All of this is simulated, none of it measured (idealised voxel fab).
process module | voxel local oxidation
cross-section cut | 295 nm wide | cells 5 nm
A cross-section is a grid of square cells, given in bands from the top down. A band is one or more rows of cells.
Each band's line starts with the height of the band's top and of its bottom, in nm. Then come its materials from left to right, each with its width in nm. One material with "throughout" fills the band from edge to edge. "air" is empty space.
Height 0 is the level under which the wafer as received is all one material. The lowest band goes on downwards, as in "0 down".
A width such as "30 to 40" changes by the same amount from each row of cells to the next, from the band's top row to its bottom row.
"no change" after a step means that no cell of the cross-section changed.
closed voids: empty space of 8 cells or more with no open way to the top, each as width x height at its distance from the left edge, in nm
after a step's settings: what the simulator itself notes on the step
overlay nm, on a step with a mask: how far to the right of its planned place the mask lay; to the left if negative
plan
1 op RECEIVE | material Si
2 op CONFORMAL_DEP | material SiO2 | thk nm 5
3 op CONFORMAL_DEP | material SiN | thk nm 15
4 op MASKED_ETCH | tone cover | mask id ACTIVE | width nm 100 | etch materials SiN | depth nm 15 | overlay nm 0
5 op SELECTIVE_ETCH | etch materials SiO2 | depth nm 5
6 op OXIDIZE | depth nm 10
7 op STRIP | etch materials SiN
first wafer, as planned
as received, after step 1
  0 down: Si throughout
  closed voids: none
after step 2
  5 to 0: SiO2 throughout
  below 0: unchanged
after step 3
  20 to 5: SiN throughout
  below 5: unchanged
after step 4
  20 to 5: air 95 | SiN 100 | air 100
  below 5: unchanged
after step 5
  20 to 5: air 95 | SiN 100 | air 100
  5 to 0: air 100 | SiO2 90 | air 105
  below 0: unchanged
after step 6
  20 to 5: air 95 | SiN 100 | air 100
  5 to 0: air 100 | SiO2 90 | air 105
  0 to -10: SiO2 110 | Si 70 | SiO2 115
  below -10: unchanged
after step 7
  5 to 0: air 100 | SiO2 90 | air 105
  below 0: unchanged
second wafer: like start, like plan, one mistake. Through step 6 it matches the first wafer
when step 7 should have ended: no change
what went wrong: step 7 was left out
at the end the second wafer has, in cells: 60 more of SiN
